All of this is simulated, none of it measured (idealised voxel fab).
Presented below is a process module, voxel double patterning.
The cross-section shown here is cut; it is 275 nm wide and divided into square cells measuring 5 nm on a side.
How to read a cross-section here: the picture is a grid of square cells, written as bands going from the top down, and any band can span one or more rows of cells. Per band: top height and bottom height in nm, followed by the left-to-right materials and their widths in nm; "full width" marks a single material spanning edge to edge, "blank" marks empty space. Note: height 0 marks the level under which the wafer is uniformly one material as received. Lowest band unbounded below, written "0 down". Width: "30 to 40" (first number = top row, second number = bottom row, same change from row to row of cells). It should be understood that the words "nothing got changed", when stated for a given step, signify that the cross-section underwent no change in any of its cells during that step. Basically, "Closed void list" tells you about the enclosed voids: empty spaces with no open way to the top, 8 cells or bigger, each written width x height at distance, where distance is from the left edge, all in nm. Formally, on a step line, whatever follows the settings is a remark that the simulator itself makes on the step. What "overlay nm" on a step's line means: if the step has a mask, that mask lay this far to the right of its planned place, or, when the value is negative, to the left.

## The following list gives the planned process steps
1: RECEIVE,material Si
2: CONFORMAL_DEP,material SiO2,thk nm 10
3: DIRECTIONAL_DEP,material W,thk nm 15
4: DIRECTIONAL_DEP,material SiCN,thk nm 5
5: PATTERN,tone open,mask id FIRST,material resist,width nm 15,pitch nm 50,thk nm 15,overlay nm 0
6: DIRECTIONAL_ETCH,etch materials SiCN,depth nm 5
7: STRIP,etch materials resist
8: PATTERN,tone open,mask id SECOND,material resist,width nm 15,pitch nm 50,thk nm 15,overlay nm 0
9: DIRECTIONAL_ETCH,etch materials SiCN,depth nm 5
10: STRIP,etch materials resist
11: DIRECTIONAL_ETCH,etch materials W,depth nm 15
12: STRIP,etch materials SiCN
It is noted that the wafers described herein are identical at the outset and are distinguished by the width nm of step 8; the value stated in the plan corresponds to the first wafer.

## First of several wafers, received after step 1, in cross-section
> 0 down  Si full width
> Closed void list: none

## Module finished, last step 12 done: cross-section of the first of several wafers
> 25 to 10  80 W; 15 blank; 10 W; 15 blank; 10 W; 15 blank; 10 W; 15 blank; 10 W; 15 blank; 80 W
> 10 to 0  SiO2 full width
> 0 down  Si full width
> Closed void list: none

## A cross-section through the last wafer at the close of the module
> 25 to 10  80 W; 15 blank; 5 W; 45 blank; 5 W; 45 blank; 80 W
> 10 to 0  SiO2 full width
> 0 down  Si full width
> Closed void list: none

## each wafer at the end: cells of each material gained (+) or lost (-) since it was received, then its closed voids
width nm 15, +110 SiO2, +120 W, Closed void list: none
width nm 20, +110 SiO2, +114 W, Closed void list: none
width nm 25, +110 SiO2, +108 W, Closed void list: none
width nm 30, +110 SiO2, +102 W, Closed void list: none
